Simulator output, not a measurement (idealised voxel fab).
process module | voxel plated lines
cross-section cut | 220 nm wide | cells 5 nm
A cross-section is a grid of square cells, given in bands from the top down. A band is one or more rows of cells.
Each band's line starts with the height of the band's top and of its bottom, in nm. Then come its materials from left to right, each with its width in nm. One material with "throughout" fills the band from edge to edge. "air" is empty space.
Height 0 is the level under which the wafer as received is all one material. The lowest band goes on downwards, as in "0 down".
A width such as "30 to 40" changes by the same amount from each row of cells to the next, from the band's top row to its bottom row.
"no change" after a step means that no cell of the cross-section changed.
closed voids: empty space of 8 cells or more with no open way to the top, each as width x height at its distance from the left edge, in nm
after a step's settings: what the simulator itself notes on the step
overlay nm, on a step with a mask: how far to the right of its planned place the mask lay; to the left if negative
plan
1 op RECEIVE | material Si
2 op CONFORMAL_DEP | material SiN | thk nm 15
3 op DIRECTIONAL_DEP | material TiN | thk nm 5
4 op PATTERN | tone open | mask id LINES | material resist | width nm 15 | pitch nm 35 | thk nm 25 | overlay nm 0
5 op EPI | material Ru | thk nm 10
6 op EPI | material Ru | thk nm 10
7 op STRIP | etch materials resist
8 op DIRECTIONAL_ETCH | etch materials TiN | depth nm 5
9 op CONFORMAL_DEP | material SiCN | thk nm 10
first wafer, as planned
as received, after step 1
  0 down: Si throughout
  closed voids: none
after step 2
  15 to 0: SiN throughout
  below 0: unchanged
after step 3
  20 to 15: TiN throughout
  below 15: unchanged
after step 4
  45 to 20: resist 85 | air 15 | resist 20 | air 15 | resist 85
  below 20: unchanged
after step 5
  45 to 30: resist 85 | air 15 | resist 20 | air 15 | resist 85
  30 to 20: resist 85 | Ru 15 | resist 20 | Ru 15 | resist 85
  below 20: unchanged
after step 6
  45 to 40: resist 85 | air 15 | resist 20 | air 15 | resist 85
  40 to 20: resist 85 | Ru 15 | resist 20 | Ru 15 | resist 85
  below 20: unchanged
after step 7
  40 to 20: air 85 | Ru 15 | air 20 | Ru 15 | air 85
  below 20: unchanged
after step 8
  40 to 20: air 85 | Ru 15 | air 20 | Ru 15 | air 85
  20 to 15: air 85 | TiN 15 | air 20 | TiN 15 | air 85
  below 15: unchanged
after step 9
  50 to 40: air 75 | SiCN 70 | air 75
  40 to 25: air 75 | SiCN 10 | Ru 15 | SiCN 20 | Ru 15 | SiCN 10 | air 75
  25 to 20: SiCN 85 | Ru 15 | SiCN 20 | Ru 15 | SiCN 85
  20 to 15: SiCN 85 | TiN 15 | SiCN 20 | TiN 15 | SiCN 85
  below 15: unchanged
second wafer: like start, like plan, one mistake. Through step 1 it matches the first wafer
when step 2 should have ended
  10 to 0: SiN throughout
  below 0: unchanged
when step 3 should have ended
  15 to 10: TiN throughout
  below 10: unchanged
when step 4 should have ended
  40 to 15: resist 85 | air 15 | resist 20 | air 15 | resist 85
  below 15: unchanged
when step 5 should have ended
  40 to 25: resist 85 | air 15 | resist 20 | air 15 | resist 85
  25 to 15: resist 85 | Ru 15 | resist 20 | Ru 15 | resist 85
  below 15: unchanged
when step 6 should have ended
  40 to 35: resist 85 | air 15 | resist 20 | air 15 | resist 85
  35 to 15: resist 85 | Ru 15 | resist 20 | Ru 15 | resist 85
  below 15: unchanged
when step 7 should have ended
  35 to 15: air 85 | Ru 15 | air 20 | Ru 15 | air 85
  below 15: unchanged
when step 8 should have ended
  35 to 15: air 85 | Ru 15 | air 20 | Ru 15 | air 85
  15 to 10: air 85 | TiN 15 | air 20 | TiN 15 | air 85
  below 10: unchanged
when step 9 should have ended
  45 to 35: air 75 | SiCN 70 | air 75
  35 to 20: air 75 | SiCN 10 | Ru 15 | SiCN 20 | Ru 15 | SiCN 10 | air 75
  20 to 15: SiCN 85 | Ru 15 | SiCN 20 | Ru 15 | SiCN 85
  15 to 10: SiCN 85 | TiN 15 | SiCN 20 | TiN 15 | SiCN 85
  below 10: unchanged
what went wrong: step 2 ran as: op CONFORMAL_DEP | material SiN | thk nm 10
at the end the second wafer has, in cells: 44 fewer of SiN
